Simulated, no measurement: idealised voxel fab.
process module | voxel wiring stack
cross-section cut | 275 nm wide | cells 5 nm
A cross-section is a grid of square cells, given in bands from the top down. A band is one or more rows of cells.
Each band's line starts with the height of the band's top and of its bottom, in nm. Then come its materials from left to right, each with its width in nm. One material with "throughout" fills the band from edge to edge. "air" is empty space.
Height 0 is the level under which the wafer as received is all one material. The lowest band goes on downwards, as in "0 down".
A width such as "30 to 40" changes by the same amount from each row of cells to the next, from the band's top row to its bottom row.
"no change" after a step means that no cell of the cross-section changed.
closed voids: empty space of 8 cells or more with no open way to the top, each as width x height at its distance from the left edge, in nm
after a step's settings: what the simulator itself notes on the step
overlay nm, on a step with a mask: how far to the right of its planned place the mask lay; to the left if negative
plan
1 op RECEIVE | material Si
2 op CONFORMAL_DEP | material SiO2 | thk nm 15
3 op CONFORMAL_DEP | material SiCN | thk nm 5
4 op DIRECTIONAL_DEP | material lowk | thk nm 20
5 op MASKED_ETCH | tone open | mask id METAL_1 | width nm 30 | pitch nm 55 | etch materials lowk | depth nm 20 | overlay nm 0
6 op MASKED_ETCH | tone open | mask id METAL_1 | width nm 30 | pitch nm 55 | etch materials SiCN | depth nm 5 | overlay nm 0
7 op CONFORMAL_DEP | material TiN | thk nm 5
8 op FILL_DEP | material Ru | thk nm 5
9 op CMP | height nm 40
10 op CONFORMAL_DEP | material SiCN | thk nm 5
11 op DIRECTIONAL_DEP | material lowk | thk nm 25
12 op DIRECTIONAL_DEP | material aC | thk nm 10
13 op PATTERN | tone open | mask id METAL_2 | material resist | width nm 30 | pitch nm 55 | thk nm 25 | overlay nm 0
14 op DIRECTIONAL_ETCH | etch materials aC | depth nm 10
15 op STRIP | etch materials resist
16 op DIRECTIONAL_ETCH | etch materials lowk | depth nm 15
17 op STRIP | etch materials aC
18 op DIRECTIONAL_DEP | material aC | thk nm 15
19 op PATTERN | tone open | mask id METAL_2_HOLES | material resist | width nm 15 | pitch nm 55 | thk nm 30 | overlay nm 0
20 op DIRECTIONAL_ETCH | etch materials aC | depth nm 15
21 op STRIP | etch materials resist
22 op DIRECTIONAL_ETCH | etch materials lowk | depth nm 10
23 op DIRECTIONAL_ETCH | etch materials SiCN | depth nm 5
24 op STRIP | etch materials aC
25 op CONFORMAL_DEP | material TiN | thk nm 5
26 op FILL_DEP | material Cu | thk nm 10
27 op CMP | height nm 70
28 op CONFORMAL_DEP | material SiCN | thk nm 5
first wafer, as planned
as received, after step 1
  0 down: Si throughout
  closed voids: none
after step 2
  15 to 0: SiO2 throughout
  below 0: unchanged
after step 3
  20 to 15: SiCN throughout
  below 15: unchanged
after step 4
  40 to 20: lowk throughout
  below 20: unchanged
after step 5
  40 to 20: lowk 40 | air 30 | lowk 25 | air 30 | lowk 25 | air 30 | lowk 25 | air 30 | lowk 40
  below 20: unchanged
after step 6
  40 to 20: lowk 40 | air 30 | lowk 25 | air 30 | lowk 25 | air 30 | lowk 25 | air 30 | lowk 40
  20 to 15: SiCN 40 | air 30 | SiCN 25 | air 30 | SiCN 25 | air 30 | SiCN 25 | air 30 | SiCN 40
  below 15: unchanged
after step 7
  45 to 40: TiN 45 | air 20 | TiN 35 | air 20 | TiN 35 | air 20 | TiN 35 | air 20 | TiN 45
  40 to 20: lowk 40 | TiN 5 | air 20 | TiN 5 | lowk 25 | TiN 5 | air 20 | TiN 5 | lowk 25 | TiN 5 | air 20 | TiN 5 | lowk 25 | TiN 5 | air 20 | TiN 5 | lowk 40
  20 to 15: SiCN 40 | TiN 30 | SiCN 25 | TiN 30 | SiCN 25 | TiN 30 | SiCN 25 | TiN 30 | SiCN 40
  below 15: unchanged
after step 8
  50 to 45: Ru throughout
  45 to 40: TiN 45 | Ru 20 | TiN 35 | Ru 20 | TiN 35 | Ru 20 | TiN 35 | Ru 20 | TiN 45
  40 to 20: lowk 40 | TiN 5 | Ru 20 | TiN 5 | lowk 25 | TiN 5 | Ru 20 | TiN 5 | lowk 25 | TiN 5 | Ru 20 | TiN 5 | lowk 25 | TiN 5 | Ru 20 | TiN 5 | lowk 40
  below 20: unchanged
after step 9
  40 to 20: lowk 40 | TiN 5 | Ru 20 | TiN 5 | lowk 25 | TiN 5 | Ru 20 | TiN 5 | lowk 25 | TiN 5 | Ru 20 | TiN 5 | lowk 25 | TiN 5 | Ru 20 | TiN 5 | lowk 40
  below 20: unchanged
after step 10
  45 to 40: SiCN throughout
  below 40: unchanged
after step 11
  70 to 45: lowk throughout
  below 45: unchanged
after step 12
  80 to 70: aC throughout
  below 70: unchanged
after step 13
  105 to 80: resist 40 | air 30 | resist 25 | air 30 | resist 25 | air 30 | resist 25 | air 30 | resist 40
  below 80: unchanged
after step 14
  95 to 80: resist 40 | air 30 | resist 25 | air 30 | resist 25 | air 30 | resist 25 | air 30 | resist 40
  80 to 70: aC 40 | air 30 | aC 25 | air 30 | aC 25 | air 30 | aC 25 | air 30 | aC 40
  below 70: unchanged
after step 15
  80 to 70: aC 40 | air 30 | aC 25 | air 30 | aC 25 | air 30 | aC 25 | air 30 | aC 40
  below 70: unchanged
after step 16
  80 to 70: aC 40 | air 30 | aC 25 | air 30 | aC 25 | air 30 | aC 25 | air 30 | aC 40
  70 to 55: lowk 40 | air 30 | lowk 25 | air 30 | lowk 25 | air 30 | lowk 25 | air 30 | lowk 40
  below 55: unchanged
after step 17
  70 to 55: lowk 40 | air 30 | lowk 25 | air 30 | lowk 25 | air 30 | lowk 25 | air 30 | lowk 40
  below 55: unchanged
after step 18
  85 to 70: aC 40 | air 30 | aC 25 | air 30 | aC 25 | air 30 | aC 25 | air 30 | aC 40
  70 to 55: lowk 40 | aC 30 | lowk 25 | aC 30 | lowk 25 | aC 30 | lowk 25 | aC 30 | lowk 40
  below 55: unchanged
after step 19
  115 to 85: resist 40 | air 15 | resist 40 | air 15 | resist 40 | air 15 | resist 40 | air 15 | resist 55
  85 to 70: aC 40 | air 15 | resist 15 | aC 25 | air 15 | resist 15 | aC 25 | air 15 | resist 15 | aC 25 | air 15 | resist 15 | aC 40
  below 70: unchanged
after step 20
  100 to 85: resist 40 | air 15 | resist 40 | air 15 | resist 40 | air 15 | resist 40 | air 15 | resist 55
  85 to 70: aC 40 | air 15 | resist 15 | aC 25 | air 15 | resist 15 | aC 25 | air 15 | resist 15 | aC 25 | air 15 | resist 15 | aC 40
  70 to 55: lowk 40 | air 15 | aC 15 | lowk 25 | air 15 | aC 15 | lowk 25 | air 15 | aC 15 | lowk 25 | air 15 | aC 15 | lowk 40
  below 55: unchanged
after step 21
  85 to 70: aC 40 | air 30 | aC 25 | air 30 | aC 25 | air 30 | aC 25 | air 30 | aC 40
  below 70: unchanged
after step 22
  85 to 70: aC 40 | air 30 | aC 25 | air 30 | aC 25 | air 30 | aC 25 | air 30 | aC 40
  70 to 55: lowk 40 | air 15 | aC 15 | lowk 25 | air 15 | aC 15 | lowk 25 | air 15 | aC 15 | lowk 25 | air 15 | aC 15 | lowk 40
  55 to 45: lowk 40 | air 15 | lowk 40 | air 15 | lowk 40 | air 15 | lowk 40 | air 15 | lowk 55
  below 45: unchanged
after step 23
  85 to 70: aC 40 | air 30 | aC 25 | air 30 | aC 25 | air 30 | aC 25 | air 30 | aC 40
  70 to 55: lowk 40 | air 15 | aC 15 | lowk 25 | air 15 | aC 15 | lowk 25 | air 15 | aC 15 | lowk 25 | air 15 | aC 15 | lowk 40
  55 to 45: lowk 40 | air 15 | lowk 40 | air 15 | lowk 40 | air 15 | lowk 40 | air 15 | lowk 55
  45 to 40: SiCN 40 | air 15 | SiCN 40 | air 15 | SiCN 40 | air 15 | SiCN 40 | air 15 | SiCN 55
  below 40: unchanged
after step 24
  70 to 55: lowk 40 | air 30 | lowk 25 | air 30 | lowk 25 | air 30 | lowk 25 | air 30 | lowk 40
  below 55: unchanged
after step 25
  75 to 70: TiN 45 | air 20 | TiN 35 | air 20 | TiN 35 | air 20 | TiN 35 | air 20 | TiN 45
  70 to 60: lowk 40 | TiN 5 | air 20 | TiN 5 | lowk 25 | TiN 5 | air 20 | TiN 5 | lowk 25 | TiN 5 | air 20 | TiN 5 | lowk 25 | TiN 5 | air 20 | TiN 5 | lowk 40
  60 to 55: lowk 40 | TiN 5 | air 5 | TiN 20 | lowk 25 | TiN 5 | air 5 | TiN 20 | lowk 25 | TiN 5 | air 5 | TiN 20 | lowk 25 | TiN 5 | air 5 | TiN 20 | lowk 40
  55 to 45: lowk 40 | TiN 5 | air 5 | TiN 5 | lowk 40 | TiN 5 | air 5 | TiN 5 | lowk 40 | TiN 5 | air 5 | TiN 5 | lowk 40 | TiN 5 | air 5 | TiN 5 | lowk 55
  45 to 40: SiCN 40 | TiN 15 | SiCN 40 | TiN 15 | SiCN 40 | TiN 15 | SiCN 40 | TiN 15 | SiCN 55
  below 40: unchanged
after step 26
  85 to 75: Cu throughout
  75 to 70: TiN 45 | Cu 20 | TiN 35 | Cu 20 | TiN 35 | Cu 20 | TiN 35 | Cu 20 | TiN 45
  70 to 60: lowk 40 | TiN 5 | Cu 20 | TiN 5 | lowk 25 | TiN 5 | Cu 20 | TiN 5 | lowk 25 | TiN 5 | Cu 20 | TiN 5 | lowk 25 | TiN 5 | Cu 20 | TiN 5 | lowk 40
  60 to 55: lowk 40 | TiN 5 | Cu 5 | TiN 20 | lowk 25 | TiN 5 | Cu 5 | TiN 20 | lowk 25 | TiN 5 | Cu 5 | TiN 20 | lowk 25 | TiN 5 | Cu 5 | TiN 20 | lowk 40
  55 to 45: lowk 40 | TiN 5 | Cu 5 | TiN 5 | lowk 40 | TiN 5 | Cu 5 | TiN 5 | lowk 40 | TiN 5 | Cu 5 | TiN 5 | lowk 40 | TiN 5 | Cu 5 | TiN 5 | lowk 55
  below 45: unchanged
after step 27
  70 to 60: lowk 40 | TiN 5 | Cu 20 | TiN 5 | lowk 25 | TiN 5 | Cu 20 | TiN 5 | lowk 25 | TiN 5 | Cu 20 | TiN 5 | lowk 25 | TiN 5 | Cu 20 | TiN 5 | lowk 40
  below 60: unchanged
after step 28
  75 to 70: SiCN throughout
  below 70: unchanged
second wafer: like start, like plan, one mistake. Through step 12 it matches the first wafer
when step 13 should have ended
  105 to 80: resist 45 | air 20 | resist 35 | air 20 | resist 35 | air 20 | resist 35 | air 20 | resist 45
  below 80: unchanged
when step 14 should have ended
  95 to 80: resist 45 | air 20 | resist 35 | air 20 | resist 35 | air 20 | resist 35 | air 20 | resist 45
  80 to 70: aC 45 | air 20 | aC 35 | air 20 | aC 35 | air 20 | aC 35 | air 20 | aC 45
  below 70: unchanged
when step 15 should have ended
  80 to 70: aC 45 | air 20 | aC 35 | air 20 | aC 35 | air 20 | aC 35 | air 20 | aC 45
  below 70: unchanged
when step 16 should have ended
  80 to 70: aC 45 | air 20 | aC 35 | air 20 | aC 35 | air 20 | aC 35 | air 20 | aC 45
  70 to 55: lowk 45 | air 20 | lowk 35 | air 20 | lowk 35 | air 20 | lowk 35 | air 20 | lowk 45
  below 55: unchanged
when step 17 should have ended
  70 to 55: lowk 45 | air 20 | lowk 35 | air 20 | lowk 35 | air 20 | lowk 35 | air 20 | lowk 45
  below 55: unchanged
when step 18 should have ended
  85 to 70: aC 45 | air 20 | aC 35 | air 20 | aC 35 | air 20 | aC 35 | air 20 | aC 45
  70 to 55: lowk 45 | aC 20 | lowk 35 | aC 20 | lowk 35 | aC 20 | lowk 35 | aC 20 | lowk 45
  below 55: unchanged
when step 19 should have ended
  115 to 85: resist 40 | air 15 | resist 40 | air 15 | resist 40 | air 15 | resist 40 | air 15 | resist 55
  85 to 70: aC 45 | air 10 | resist 10 | aC 35 | air 10 | resist 10 | aC 35 | air 10 | resist 10 | aC 35 | air 10 | resist 10 | aC 45
  below 70: unchanged
when step 20 should have ended
  100 to 85: resist 40 | air 15 | resist 40 | air 15 | resist 40 | air 15 | resist 40 | air 15 | resist 55
  85 to 70: aC 40 | air 15 | resist 10 | aC 30 | air 15 | resist 10 | aC 30 | air 15 | resist 10 | aC 30 | air 15 | resist 10 | aC 45
  70 to 55: lowk 45 | air 10 | aC 10 | lowk 35 | air 10 | aC 10 | lowk 35 | air 10 | aC 10 | lowk 35 | air 10 | aC 10 | lowk 45
  below 55: unchanged
when step 21 should have ended
  85 to 70: aC 40 | air 25 | aC 30 | air 25 | aC 30 | air 25 | aC 30 | air 25 | aC 45
  below 70: unchanged
when step 22 should have ended
  85 to 70: aC 40 | air 25 | aC 30 | air 25 | aC 30 | air 25 | aC 30 | air 25 | aC 45
  70 to 60: lowk 40 | air 15 | aC 10 | lowk 30 | air 15 | aC 10 | lowk 30 | air 15 | aC 10 | lowk 30 | air 15 | aC 10 | lowk 45
  60 to 55: lowk 45 | air 10 | aC 10 | lowk 35 | air 10 | aC 10 | lowk 35 | air 10 | aC 10 | lowk 35 | air 10 | aC 10 | lowk 45
  55 to 45: lowk 45 | air 10 | lowk 45 | air 10 | lowk 45 | air 10 | lowk 45 | air 10 | lowk 55
  below 45: unchanged
when step 23 should have ended
  85 to 70: aC 40 | air 25 | aC 30 | air 25 | aC 30 | air 25 | aC 30 | air 25 | aC 45
  70 to 60: lowk 40 | air 15 | aC 10 | lowk 30 | air 15 | aC 10 | lowk 30 | air 15 | aC 10 | lowk 30 | air 15 | aC 10 | lowk 45
  60 to 55: lowk 45 | air 10 | aC 10 | lowk 35 | air 10 | aC 10 | lowk 35 | air 10 | aC 10 | lowk 35 | air 10 | aC 10 | lowk 45
  55 to 45: lowk 45 | air 10 | lowk 45 | air 10 | lowk 45 | air 10 | lowk 45 | air 10 | lowk 55
  45 to 40: SiCN 45 | air 10 | SiCN 45 | air 10 | SiCN 45 | air 10 | SiCN 45 | air 10 | SiCN 55
  below 40: unchanged
when step 24 should have ended
  70 to 60: lowk 40 | air 25 | lowk 30 | air 25 | lowk 30 | air 25 | lowk 30 | air 25 | lowk 45
  60 to 55: lowk 45 | air 20 | lowk 35 | air 20 | lowk 35 | air 20 | lowk 35 | air 20 | lowk 45
  below 55: unchanged
when step 25 should have ended
  75 to 70: TiN 45 | air 15 | TiN 40 | air 15 | TiN 40 | air 15 | TiN 40 | air 15 | TiN 50
  70 to 60: lowk 40 | TiN 5 to 10 | air 15 to 10 | TiN 5 | lowk 30 | TiN 5 to 10 | air 15 to 10 | TiN 5 | lowk 30 | TiN 5 to 10 | air 15 to 10 | TiN 5 | lowk 30 | TiN 5 to 10 | air 15 to 10 | TiN 5 | lowk 45
  60 to 55: lowk 45 | TiN 20 | lowk 35 | TiN 20 | lowk 35 | TiN 20 | lowk 35 | TiN 20 | lowk 45
  55 to 45: lowk 45 | TiN 10 | lowk 45 | TiN 10 | lowk 45 | TiN 10 | lowk 45 | TiN 10 | lowk 55
  45 to 40: SiCN 45 | TiN 10 | SiCN 45 | TiN 10 | SiCN 45 | TiN 10 | SiCN 45 | TiN 10 | SiCN 55
  below 40: unchanged
when step 26 should have ended
  85 to 75: Cu throughout
  75 to 70: TiN 45 | Cu 15 | TiN 40 | Cu 15 | TiN 40 | Cu 15 | TiN 40 | Cu 15 | TiN 50
  70 to 60: lowk 40 | TiN 5 to 10 | Cu 15 to 10 | TiN 5 | lowk 30 | TiN 5 to 10 | Cu 15 to 10 | TiN 5 | lowk 30 | TiN 5 to 10 | Cu 15 to 10 | TiN 5 | lowk 30 | TiN 5 to 10 | Cu 15 to 10 | TiN 5 | lowk 45
  below 60: unchanged
when step 27 should have ended
  70 to 60: lowk 40 | TiN 5 to 10 | Cu 15 to 10 | TiN 5 | lowk 30 | TiN 5 to 10 | Cu 15 to 10 | TiN 5 | lowk 30 | TiN 5 to 10 | Cu 15 to 10 | TiN 5 | lowk 30 | TiN 5 to 10 | Cu 15 to 10 | TiN 5 | lowk 45
  below 60: unchanged
when step 28 should have ended
  75 to 70: SiCN throughout
  below 70: unchanged
what went wrong: step 13 ran as: op PATTERN | tone open | mask id METAL_2 | material resist | width nm 20 | pitch nm 55 | thk nm 25 | overlay nm 0
at the end the second wafer has, in cells: 24 fewer of Cu | 4 more of SiCN | 4 fewer of TiN | 24 more of lowk
